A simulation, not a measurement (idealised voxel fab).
The following is a process module called voxel spacer lines.
Each square cell in cross-section cut measures 5 nm, and the section as a whole is 270 nm wide.
Each cross-section below is a grid of square cells, stated as bands in top-down order, with one or more rows of cells making up each band.
A band entry consists of two parts. The first gives the height of the band's top and the height of its bottom, in nm. The rest lists the band's materials from left to right, each with its width in nm. A single material labelled with the word "everywhere" fills the band from edge to edge, and the word "air" marks empty space.
The level at which height equals 0 is the one under which the wafer, as it arrives, is entirely one material. No lower edge exists for the bottom band, which continues downward and is notated as in "0..down".
Read "30->40" as a graded width: first number on top, second number at the bottom, same change between each pair of neighbouring rows.
When a step is marked "remained the same", none of the cells in the cross-section changed during that step.
Listed in "Cavities, sealed": every empty space of 8 or more cells without an open way to the top. Form: width x height at distance, the distance being from the left edge, all in nm.
On each step's line, the part that comes after the settings is the simulator's own comment on the step.
overlay nm: for a step with a mask, the amount by which the mask lay right of where it was planned; a negative amount means left of it.
The steps planned for the process are as follows
1) RECEIVE [material Si]
2) CONFORMAL_DEP [material SiO2] [thk nm 5]
3) DIRECTIONAL_DEP [material TiN] [thk nm 10]
4) DIRECTIONAL_DEP [material aC] [thk nm 30]
5) PATTERN [tone cover] [mask id MANDREL] [material resist] [width nm 15] [pitch nm 60] [thk nm 40] [overlay nm 0]
6) DIRECTIONAL_ETCH [etch materials aC] [depth nm 30]
7) STRIP [etch materials resist]
8) CONFORMAL_DEP [material SiN] [thk nm 15]
9) DIRECTIONAL_ETCH [etch materials SiN] [depth nm 15]
10) STRIP [etch materials aC]
11) DIRECTIONAL_ETCH [etch materials TiN] [depth nm 10]
12) STRIP [etch materials SiN]
13) FILL_DEP [material SiO2] [thk nm 10]
14) CMP [height nm 15]
Where the wafers of this document differ is in the width nm of step 5; they start out the same, and the plan states the value that applied to the first wafer.
Cross-sectional view of the first of several wafers in the as-received condition, corresponding to the state following step 1
	0..down: Si everywhere
	Cavities, sealed: none
End of module, by wafer: material-by-material cell gain (+) or loss (-) since receipt, then closed voids
width nm 15, +126 SiO2, +36 TiN, Cavities, sealed: none
width nm 20, +126 SiO2, +36 TiN, Cavities, sealed: none
width nm 25, +126 SiO2, +36 TiN, Cavities, sealed: none
width nm 30, +126 SiO2, +36 TiN, Cavities, sealed: none
